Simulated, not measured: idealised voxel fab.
Module name: voxel quadruple lines (process module)
Each square cell in cross-section cut measures 5 nm, and the section as a whole is 230 nm wide.
A cross-section is a grid of square cells, given in bands from the top down. A band is one or more rows of cells.
Top height, bottom height, nm. Materials left to right, width each, nm. Single material + "full width" = fills band edge to edge. "blank" = empty.
Zero point of the height axis is 0; under it, received wafer = one material. Lowest band: continues down indefinitely, "0 -> down".
Think of "30->40" as a width that walks from the first number to the second as you go down the band, top row to bottom row, taking equal-sized steps from row to row.
"nothing got changed" -> step changed no cross-section cell.
Enclosed voids (no open way to top), threshold 8 cells or more, entry "Internal closed voids", notation width x height at distance, distance from left edge, nm.
On each step's line, the part that comes after the settings is the simulator's own comment on the step.
overlay nm: on a step with a mask, how far right of its planned place the mask lay; negative means left.
[Process steps (planned)]
step 1: RECEIVE: material Si
step 2: CONFORMAL_DEP: material Al2O3, thk nm 10
step 3: DIRECTIONAL_DEP: material W, thk nm 15
step 4: DIRECTIONAL_DEP: material polySi, thk nm 20
step 5: DIRECTIONAL_DEP: material aC, thk nm 20
step 6: PATTERN: tone cover, mask id MANDREL, material resist, width nm 35, pitch nm 100, thk nm 30, overlay nm 0
step 7: DIRECTIONAL_ETCH: etch materials aC, depth nm 20
step 8: STRIP: etch materials resist
step 9: CONFORMAL_DEP: material SiO2, thk nm 15
step 10: DIRECTIONAL_ETCH: etch materials SiO2, depth nm 15
step 11: STRIP: etch materials aC
step 12: DIRECTIONAL_ETCH: etch materials polySi, depth nm 20
step 13: STRIP: etch materials SiO2
step 14: CONFORMAL_DEP: material SiCN, thk nm 10
step 15: DIRECTIONAL_ETCH: etch materials SiCN, depth nm 10
step 16: STRIP: etch materials polySi
step 17: DIRECTIONAL_ETCH: etch materials W, depth nm 15
step 18: STRIP: etch materials SiCN
step 19: FILL_DEP: material lowk, thk nm 5
step 20: CMP: height nm 25
[As received (post step 1): cross-section]
> 0 -> down: Si full width
> Internal closed voids: none
[a wafer at the end: this start, this plan, one mistake]
> 25 -> 10: lowk (35); W (10); lowk (15); W (5); lowk (15); W (10); lowk (45); W (10); lowk (15); W (5); lowk (15); W (10); lowk (40)
> 10 -> 0: Al2O3 full width
> 0 -> down: Si full width
> Internal closed voids: none
Plan not followed: step 6 off recipe, ran as PATTERN: tone open, mask id MANDREL, material resist, width nm 35, pitch nm 100, thk nm 30, overlay nm 0
